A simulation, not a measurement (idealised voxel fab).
Process module under the name voxel wiring stack
Xsec cut, 240 nm wide, square cell size 5 nm.
Throughout this document, each cross-section is represented as a grid of square cells and is presented as a sequence of bands enumerated from the top downward, where a band comprises one or more rows of cells.
First you get the band's top height and its bottom height, in nm, and then the materials it's made of, left to right, with each width in nm. If you see a single material with "edge to edge", that one covers the band edge to edge. "air" is empty space.
We count height from 0. Below that, the starting wafer is all one material. The lowest band never ends at the bottom but goes on down; see "0..down" for how that is written.
Width spec "30 to 40" -> top row of cells at first value, bottom row at second value, equal per-row change in between.
For the purposes of this document, the phrase "stayed the same" attached to a step denotes that no cell within the cross-section was modified by that step.
Entry "Closed void inventory" = empty spaces >= 8 cells with no open way to the top; each as width x height at distance, distance from left edge, all nm.
Note: text after step settings on the step line = simulator remark on that step.
overlay nm: mask right of planned place by this much (step with mask). Neg. = left.
[These are the steps we planned for the process]
step 1: op RECEIVE | material Si
step 2: op CONFORMAL_DEP | material SiO2 | thk nm 15
step 3: op CONFORMAL_DEP | material SiN | thk nm 5
step 4: op DIRECTIONAL_DEP | material lowk | thk nm 20
step 5: op PATTERN | tone open | mask id METAL_1 | material resist | width nm 30 | pitch nm 45 | thk nm 15 | overlay nm 0
step 6: op DIRECTIONAL_ETCH | etch materials lowk | depth nm 20
step 7: op DIRECTIONAL_ETCH | etch materials SiN | depth nm 5
step 8: op STRIP | etch materials resist
step 9: op CONFORMAL_DEP | material TiN | thk nm 5
step 10: op FILL_DEP | material Cu | thk nm 5
step 11: op CMP | height nm 40
step 12: op CONFORMAL_DEP | material SiCN | thk nm 5
step 13: op DIRECTIONAL_DEP | material lowk | thk nm 20
step 14: op MASKED_ETCH | tone open | mask id PLUG_1 | width nm 15 | pitch nm 45 | etch materials lowk | depth nm 20 | overlay nm 0
step 15: op MASKED_ETCH | tone open | mask id PLUG_1 | width nm 15 | pitch nm 45 | etch materials SiCN | depth nm 5 | overlay nm 0
step 16: op CONFORMAL_DEP | material TiN | thk nm 5
step 17: op FILL_DEP | material Cu | thk nm 5
step 18: op CMP | height nm 65
step 19: op CONFORMAL_DEP | material SiCN | thk nm 5
step 20: op DIRECTIONAL_DEP | material lowk | thk nm 20
step 21: op DIRECTIONAL_DEP | material aC | thk nm 15
step 22: op PATTERN | tone open | mask id METAL_2 | material resist | width nm 30 | pitch nm 45 | thk nm 35 | overlay nm 0
step 23: op DIRECTIONAL_ETCH | etch materials aC | depth nm 15
step 24: op STRIP | etch materials resist
step 25: op DIRECTIONAL_ETCH | etch materials lowk | depth nm 20
step 26: op DIRECTIONAL_ETCH | etch materials SiCN | depth nm 5
step 27: op STRIP | etch materials aC
step 28: op CONFORMAL_DEP | material TiN | thk nm 5
step 29: op FILL_DEP | material W | thk nm 5
step 30: op CMP | height nm 90
step 31: op EPI | material Ru | thk nm 5
step 32: op FILL_DEP | material SiCN | thk nm 5
step 33: op DIRECTIONAL_DEP | material lowk | thk nm 35
step 34: op PATTERN | tone open | mask id METAL_3 | material resist | width nm 30 | pitch nm 45 | thk nm 20 | overlay nm 0
step 35: op DIRECTIONAL_ETCH | etch materials lowk | depth nm 20
step 36: op STRIP | etch materials resist
step 37: op MASKED_ETCH | tone open | mask id METAL_3_HOLES | width nm 15 | pitch nm 45 | etch materials lowk | depth nm 15 | overlay nm 0
step 38: op MASKED_ETCH | tone open | mask id METAL_3_HOLES | width nm 15 | pitch nm 45 | etch materials SiCN | depth nm 5 | overlay nm 0
step 39: op CONFORMAL_DEP | material TiN | thk nm 5
step 40: op FILL_DEP | material Cu | thk nm 5
step 41: op CMP | height nm 135
step 42: op CONFORMAL_DEP | material SiCN | thk nm 5
[Delivered wafer in cross-section: state after step 1]
* 0..down  Si edge to edge
* Closed void inventory: none
[Sectioned view, first of two wafers, at the close of the module, processed as intended in the plan]
* 140..135  SiCN edge to edge
* 135..120  lowk 35 nm  TiN 5 nm  Cu 20 nm  TiN 5 nm  lowk 15 nm  TiN 5 nm  Cu 20 nm  TiN 5 nm  lowk 15 nm  TiN 5 nm  Cu 20 nm  TiN 5 nm  lowk 15 nm  TiN 5 nm  Cu 20 nm  TiN 5 nm  lowk 40 nm
* 120..115  lowk 35 nm  TiN 5 nm  Cu 5 nm  TiN 20 nm  lowk 15 nm  TiN 5 nm  Cu 5 nm  TiN 20 nm  lowk 15 nm  TiN 5 nm  Cu 5 nm  TiN 20 nm  lowk 15 nm  TiN 5 nm  Cu 5 nm  TiN 20 nm  lowk 40 nm
* 115..100  lowk 35 nm  TiN 5 nm  Cu 5 nm  TiN 5 nm  lowk 30 nm  TiN 5 nm  Cu 5 nm  TiN 5 nm  lowk 30 nm  TiN 5 nm  Cu 5 nm  TiN 5 nm  lowk 30 nm  TiN 5 nm  Cu 5 nm  TiN 5 nm  lowk 55 nm
* 100..95  SiCN 35 nm  TiN 15 nm  SiCN 30 nm  TiN 15 nm  SiCN 30 nm  TiN 15 nm  SiCN 30 nm  TiN 15 nm  SiCN 55 nm
* 95..90  SiCN 30 nm  Ru 40 nm  SiCN 5 nm  Ru 40 nm  SiCN 5 nm  Ru 40 nm  SiCN 5 nm  Ru 40 nm  SiCN 35 nm
* 90..70  lowk 35 nm  TiN 5 nm  W 20 nm  TiN 5 nm  lowk 15 nm  TiN 5 nm  W 20 nm  TiN 5 nm  lowk 15 nm  TiN 5 nm  W 20 nm  TiN 5 nm  lowk 15 nm  TiN 5 nm  W 20 nm  TiN 5 nm  lowk 40 nm
* 70..65  SiCN 35 nm  TiN 30 nm  SiCN 15 nm  TiN 30 nm  SiCN 15 nm  TiN 30 nm  SiCN 15 nm  TiN 30 nm  SiCN 40 nm
* 65..45  lowk 35 nm  TiN 5 nm  Cu 5 nm  TiN 5 nm  lowk 30 nm  TiN 5 nm  Cu 5 nm  TiN 5 nm  lowk 30 nm  TiN 5 nm  Cu 5 nm  TiN 5 nm  lowk 30 nm  TiN 5 nm  Cu 5 nm  TiN 5 nm  lowk 55 nm
* 45..40  SiCN 35 nm  TiN 15 nm  SiCN 30 nm  TiN 15 nm  SiCN 30 nm  TiN 15 nm  SiCN 30 nm  TiN 15 nm  SiCN 55 nm
* 40..20  lowk 35 nm  TiN 5 nm  Cu 20 nm  TiN 5 nm  lowk 15 nm  TiN 5 nm  Cu 20 nm  TiN 5 nm  lowk 15 nm  TiN 5 nm  Cu 20 nm  TiN 5 nm  lowk 15 nm  TiN 5 nm  Cu 20 nm  TiN 5 nm  lowk 40 nm
* 20..15  SiN 35 nm  TiN 30 nm  SiN 15 nm  TiN 30 nm  SiN 15 nm  TiN 30 nm  SiN 15 nm  TiN 30 nm  SiN 40 nm
* 15..0  SiO2 edge to edge
* 0..down  Si edge to edge
* Closed void inventory: none
[Second of two wafers, module complete, sectioned: it shares the first wafer's start and plan but was run with one mistake]
* 140..135  SiCN edge to edge
* 135..120  lowk 35 nm  TiN 5 nm  Cu 20 nm  TiN 5 nm  lowk 15 nm  TiN 5 nm  Cu 20 nm  TiN 5 nm  lowk 15 nm  TiN 5 nm  Cu 20 nm  TiN 5 nm  lowk 15 nm  TiN 5 nm  Cu 20 nm  TiN 5 nm  lowk 40 nm
* 120..115  lowk 35 nm  TiN 5 nm  Cu 5 nm  TiN 20 nm  lowk 15 nm  TiN 5 nm  Cu 5 nm  TiN 20 nm  lowk 15 nm  TiN 5 nm  Cu 5 nm  TiN 20 nm  lowk 15 nm  TiN 5 nm  Cu 5 nm  TiN 20 nm  lowk 40 nm
* 115..100  lowk 35 nm  TiN 5 nm  Cu 5 nm  TiN 5 nm  lowk 30 nm  TiN 5 nm  Cu 5 nm  TiN 5 nm  lowk 30 nm  TiN 5 nm  Cu 5 nm  TiN 5 nm  lowk 30 nm  TiN 5 nm  Cu 5 nm  TiN 5 nm  lowk 55 nm
* 100..95  SiCN 35 nm  TiN 15 nm  SiCN 30 nm  TiN 15 nm  SiCN 30 nm  TiN 15 nm  SiCN 30 nm  TiN 15 nm  SiCN 55 nm
* 95..90  SiCN 30 nm  Ru 40 nm  SiCN 5 nm  Ru 40 nm  SiCN 5 nm  Ru 40 nm  SiCN 5 nm  Ru 40 nm  SiCN 35 nm
* 90..70  lowk 35 nm  TiN 5 nm  W 20 nm  TiN 5 nm  lowk 15 nm  TiN 5 nm  W 20 nm  TiN 5 nm  lowk 15 nm  TiN 5 nm  W 20 nm  TiN 5 nm  lowk 15 nm  TiN 5 nm  W 20 nm  TiN 5 nm  lowk 40 nm
* 70..65  SiCN 35 nm  TiN 30 nm  SiCN 15 nm  TiN 30 nm  SiCN 15 nm  TiN 30 nm  SiCN 15 nm  TiN 30 nm  SiCN 40 nm
* 65..50  lowk 35 nm  TiN 5 nm  Cu 5 nm  TiN 5 nm  lowk 30 nm  TiN 5 nm  Cu 5 nm  TiN 5 nm  lowk 30 nm  TiN 5 nm  Cu 5 nm  TiN 5 nm  lowk 30 nm  TiN 5 nm  Cu 5 nm  TiN 5 nm  lowk 55 nm
* 50..45  lowk 35 nm  TiN 15 nm  lowk 30 nm  TiN 15 nm  lowk 30 nm  TiN 15 nm  lowk 30 nm  TiN 15 nm  lowk 55 nm
* 45..40  TiN edge to edge
* 40..20  lowk 35 nm  TiN 5 nm  Cu 20 nm  TiN 5 nm  lowk 15 nm  TiN 5 nm  Cu 20 nm  TiN 5 nm  lowk 15 nm  TiN 5 nm  Cu 20 nm  TiN 5 nm  lowk 15 nm  TiN 5 nm  Cu 20 nm  TiN 5 nm  lowk 40 nm
* 20..15  SiN 35 nm  TiN 30 nm  SiN 15 nm  TiN 30 nm  SiN 15 nm  TiN 30 nm  SiN 15 nm  TiN 30 nm  SiN 40 nm
* 15..0  SiO2 edge to edge
* 0..down  Si edge to edge
* Closed void inventory: none
In executing the process, a mistake was made relative to the plan: rather than as planned, step 12 actually ran as op CONFORMAL_DEP | material TiN | thk nm 5
In the final state, the cell counts of the second wafer exceed or fall short of those of the first for the following materials: -4 Cu | -36 SiCN | +40 TiN
